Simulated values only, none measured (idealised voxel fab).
The following process module bears the name voxel air gaps.
Cross-sectional view cut (width: 215 nm; square cell size: 5 nm).
In this document a cross-section is written as a grid of square cells. It is given as a series of bands, listed from the top down, and a band is one or more rows of cells. What a band's entry tells you: where the top is and where the bottom is, as heights in nm, and after that what lies inside, material by material from left to right, each with its width in nm. Empty space is written as the word "air", and a single material marked with the word "edge to edge" occupies the band from edge to edge. Convention: height 0 is the level below which the wafer, as received, is all one material. The lowest band does not terminate at the bottom but continues downward, represented as "from 0 down". A width given as "30..40" starts at the first number in the band's top row and ends at the second number in its bottom row, shifting by an equal amount at every step from row to row. No cell of the cross-section changed in a step that is given as "nothing changed". Empty spaces counting at least 8 cells and having no open way to the top are listed in "Sealed void inventory". The notation width x height at distance is used for each, the distance being from the left edge and all three values in nm. Post-settings text on a step line: simulator's own remark regarding the step. "overlay nm" answers the question of how far to the right of plan the mask lay on a step that has a mask, and when it is negative the answer is to the left.
-- This section lists the process steps that were planned
1: RECEIVE | material Si
2: CONFORMAL_DEP | material SiO2 | thk nm 15
3: CONFORMAL_DEP | material SiCN | thk nm 5
4: DIRECTIONAL_DEP | material SiO2 | thk nm 35
5: DIRECTIONAL_DEP | material aC | thk nm 15
6: PATTERN | tone open | mask id LINES | material resist | width nm 25 | pitch nm 50 | thk nm 30 | overlay nm -15
7: DIRECTIONAL_ETCH | etch materials aC | depth nm 15
8: STRIP | etch materials resist
9: DIRECTIONAL_ETCH | etch materials SiO2 | depth nm 35
10: STRIP | etch materials aC
11: CONFORMAL_DEP | material TiN | thk nm 5
12: FILL_DEP | material W | thk nm 5
13: CMP | height nm 55
14: EPI | material Ru | thk nm 10
15: SELECTIVE_ETCH | etch materials SiO2 | depth nm 45
16: CONFORMAL_DEP | material SiCN | thk nm 5
For clarity, it should be stated that the wafers under discussion commence in an identical condition and differ with respect to the overlay nm of step 6, the plan indicating the value that the first wafer had.
-- After step 1, as received: first of several wafers, cross-section
  from 0 down  Si edge to edge
  Sealed void inventory: none
-- First of several wafers, sectioned at end of module (last step: step 16)
  from 70 to 65  15 of air; 155 of SiCN; 45 of air
  from 65 to 55  15 of air; 5 of SiCN; 45 of Ru; 5 of SiCN; 45 of Ru; 5 of SiCN; 45 of Ru; 5 of SiCN; 45 of air
  from 55 to 50  15 of air; 15 of SiCN; 5 of TiN; 15 of W; 5 of TiN; 25 of SiCN; 5 of TiN; 15 of W; 5 of TiN; 25 of SiCN; 5 of TiN; 15 of W; 5 of TiN; 15 of SiCN; 45 of air
  from 50 to 25  25 of air; 5 of SiCN; 5 of TiN; 15 of W; 5 of TiN; 5 of SiCN; 15 of air; 5 of SiCN; 5 of TiN; 15 of W; 5 of TiN; 5 of SiCN; 15 of air; 5 of SiCN; 5 of TiN; 15 of W; 5 of TiN; 5 of SiCN; 55 of air
  from 25 to 20  30 of SiCN; 25 of TiN; 25 of SiCN; 25 of TiN; 25 of SiCN; 25 of TiN; 60 of SiCN
  from 20 to 15  SiCN edge to edge
  from 15 to 0  SiO2 edge to edge
  from 0 down  Si edge to edge
  Sealed void inventory: 15 x 25 at 60; 15 x 25 at 110
-- End of module: cross-section, last of several wafers
  from 70 to 65  45 of air; 155 of SiCN; 15 of air
  from 65 to 55  45 of air; 5 of SiCN; 45 of Ru; 5 of SiCN; 45 of Ru; 5 of SiCN; 45 of Ru; 5 of SiCN; 15 of air
  from 55 to 50  45 of air; 15 of SiCN; 5 of TiN; 15 of W; 5 of TiN; 25 of SiCN; 5 of TiN; 15 of W; 5 of TiN; 25 of SiCN; 5 of TiN; 15 of W; 5 of TiN; 15 of SiCN; 15 of air
  from 50 to 25  55 of air; 5 of SiCN; 5 of TiN; 15 of W; 5 of TiN; 5 of SiCN; 15 of air; 5 of SiCN; 5 of TiN; 15 of W; 5 of TiN; 5 of SiCN; 15 of air; 5 of SiCN; 5 of TiN; 15 of W; 5 of TiN; 5 of SiCN; 25 of air
  from 25 to 20  60 of SiCN; 25 of TiN; 25 of SiCN; 25 of TiN; 25 of SiCN; 25 of TiN; 30 of SiCN
  from 20 to 15  SiCN edge to edge
  from 15 to 0  SiO2 edge to edge
  from 0 down  Si edge to edge
  Sealed void inventory: 15 x 25 at 90; 15 x 25 at 140
-- Table: wafers, a row each; end-of-module cell change per material since receipt, gain (+), loss (-); then closed voids
overlay nm -15; +54 Ru; +156 SiCN; +129 SiO2; +51 TiN; +54 W; Sealed void inventory: 15 x 25 at 60; 15 x 25 at 110
overlay nm -10; +54 Ru; +156 SiCN; +129 SiO2; +51 TiN; +54 W; Sealed void inventory: 15 x 25 at 65; 15 x 25 at 115
overlay nm -5; +54 Ru; +156 SiCN; +129 SiO2; +51 TiN; +54 W; Sealed void inventory: 15 x 25 at 70; 15 x 25 at 120
overlay nm 0; +54 Ru; +156 SiCN; +129 SiO2; +51 TiN; +54 W; Sealed void inventory: 15 x 25 at 75; 15 x 25 at 125
overlay nm 5; +54 Ru; +156 SiCN; +129 SiO2; +51 TiN; +54 W; Sealed void inventory: 15 x 25 at 80; 15 x 25 at 130
overlay nm 10; +54 Ru; +156 SiCN; +129 SiO2; +51 TiN; +54 W; Sealed void inventory: 15 x 25 at 85; 15 x 25 at 135
overlay nm 15; +54 Ru; +156 SiCN; +129 SiO2; +51 TiN; +54 W; Sealed void inventory: 15 x 25 at 90; 15 x 25 at 140
